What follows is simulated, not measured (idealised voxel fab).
The following process module bears the name voxel local oxidation.
Xsec cut, 220 nm wide, square cell size 5 nm.
Think of the cross-section as a grid of square cells. We describe it in bands, top to bottom, and each band covers one or more rows of those cells. Top, bottom (nm), then materials left to right with widths (nm); lone material tagged "all across" fills the whole band edge to edge; "blank" = empty space. Measure heights from 0. That's the level where, below it, the as-received wafer is all one material. The lowest band is bottomless and extends downward; write it as in "0 nm and below". The width entry "30..40" should be interpreted row by row: the top row of cells in the band takes the first number, the bottom row takes the second number, and the change between adjacent rows is uniform throughout. Step note "same as before" = no cross-section cell changed. So "Internal closed voids" is basically the list of trapped voids: any empty space of 8 cells or more that can't reach the top through an opening. They're written width x height at distance, the distance being from the left edge, and it's all nm. Past the settings on a step's line: simulator remark, on that step. overlay nm: for a step with a mask, the amount by which the mask lay right of where it was planned; a negative amount means left of it.
## List of planned process steps
1. op RECEIVE | material Si
2. op CONFORMAL_DEP | material SiO2 | thk nm 5
3. op CONFORMAL_DEP | material SiN | thk nm 10
4. op MASKED_ETCH | tone cover | mask id ACTIVE | width nm 95 | etch materials SiN | depth nm 10 | overlay nm 0
5. op SELECTIVE_ETCH | etch materials SiO2 | depth nm 5
6. op OXIDIZE | depth nm 15
7. op STRIP | etch materials SiN
## The first of a set of two wafers, run to plan
## This is the cross-section of the wafer as we received it, i.e. after step 1
> 0 nm and below | Si all across
> Internal closed voids: none
## Take a look at the wafer's cross-section after step 2
> 5 nm to 0 nm | SiO2 all across
> Anything lower than 0 is untouched.
## Take a look at the wafer's cross-section after step 3
> 15 nm to 5 nm | SiN all across
> Anything lower than 5 is untouched.
## Take a look at the wafer's cross-section after step 4
> 15 nm to 5 nm | 60 nm blank / 95 nm SiN / 65 nm blank
> Anything lower than 5 is untouched.
## Take a look at the wafer's cross-section after step 5
> 15 nm to 5 nm | 60 nm blank / 95 nm SiN / 65 nm blank
> 5 nm to 0 nm | 65 nm blank / 85 nm SiO2 / 70 nm blank
> Anything lower than 0 is untouched.
## Take a look at the wafer's cross-section after step 6
> 15 nm to 5 nm | 60 nm blank / 95 nm SiN / 65 nm blank
> 5 nm to 0 nm | 65 nm blank / 85 nm SiO2 / 70 nm blank
> 0 nm to -15 nm | 80 nm SiO2 / 55 nm Si / 85 nm SiO2
> Anything lower than -15 is untouched.
## Take a look at the wafer's cross-section after step 7
> 5 nm to 0 nm | 65 nm blank / 85 nm SiO2 / 70 nm blank
> Anything lower than 0 is untouched.
## Second Wafer (Identical Start and Plan, One Processing Error; Matches First Wafer Through Step 5)
## Cross-section, second wafer, at the end time the plan gives for step 6
> 5 nm to 0 nm | 65 nm blank / 85 nm SiO2 / 70 nm blank
> Anything lower than 0 is untouched.
## Cross-section, second wafer, at the end time the plan gives for step 7
> 5 nm to 0 nm | 65 nm blank / 85 nm SiO2 / 70 nm blank
> 0 nm to -15 nm | 80 nm SiO2 / 55 nm Si / 85 nm SiO2
> Anything lower than -15 is untouched.
What went wrong in running the wafer? contrary to the plan, steps 6 and 7 were processed in exchanged order
If you compare the two wafers at the end, their cross-sections are the same, so as far as this model is concerned the mistake changes nothing.
